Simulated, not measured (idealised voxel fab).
Name of the process module below: voxel spacer lines
FYI the section here is cut, 210 nm wide, cells are 5 nm squares.
If you're reading a cross-section in this doc, picture square cells in a grid; it comes to you as bands, top ones listed first down to the bottom, and a band can be one or more rows of cells.
Band entry format. Leading values: height of top, height of bottom, nm. Remainder: materials in left-to-right order, each with its width in nm. Special words: "all across" on a single material, which then fills the band edge to edge; "air", empty space.
Heads up on the height convention: 0 is the point under which the incoming wafer is all one material, and the lowest band has no bottom, it just keeps going down, like "0 down".
Quick explanation for "30 to 40": the width changes in equal steps down the rows of cells, from the first number in the band's top row to the second number in its bottom row.
"remains unaltered" for a step: no cell of the cross-section changed in that step.
Empty spaces counting at least 8 cells and having no open way to the top are listed in "Sealed void listing". The notation width x height at distance is used for each, the distance being from the left edge and all three values in nm.
That trailing text on a step's line, after the settings, is the simulator's own remark on the step.
Regarding "overlay nm": on a step with a mask, it is the distance the mask lay to the right of its planned place; a negative value places it to the left.

**Steps in the process plan**
1. RECEIVE, material Si
2. CONFORMAL_DEP, material Al2O3, thk nm 10
3. DIRECTIONAL_DEP, material W, thk nm 10
4. DIRECTIONAL_DEP, material aC, thk nm 20
5. PATTERN, tone cover, mask id MANDREL, material resist, width nm 15, pitch nm 50, thk nm 25, overlay nm 0
6. DIRECTIONAL_ETCH, etch materials aC, depth nm 20
7. STRIP, etch materials resist
8. CONFORMAL_DEP, material SiO2, thk nm 10
9. DIRECTIONAL_ETCH, etch materials SiO2, depth nm 10
10. STRIP, etch materials aC
11. DIRECTIONAL_ETCH, etch materials W, depth nm 10
12. STRIP, etch materials SiO2

**So this is the incoming wafer in cross-section - it's already been through step 1**
	0 down = Si all across
	Sealed void listing: none

**What the wafer looks like in cross-section after this module, when it starts as shown above and follows the plan above but one mistake is made in running it**
	20 to 10 = air (55)  W (10)  air (25)  W (10)  air (5)  W (10)  air (25)  W (10)  air (60)
	10 to 0 = Al2O3 all across
	0 down = Si all across
	Sealed void listing: none
Processing error: in deviation from the planned setting, step 5 was conducted as PATTERN, tone cover, mask id MANDREL, material resist, width nm 25, pitch nm 50, thk nm 25, overlay nm 0
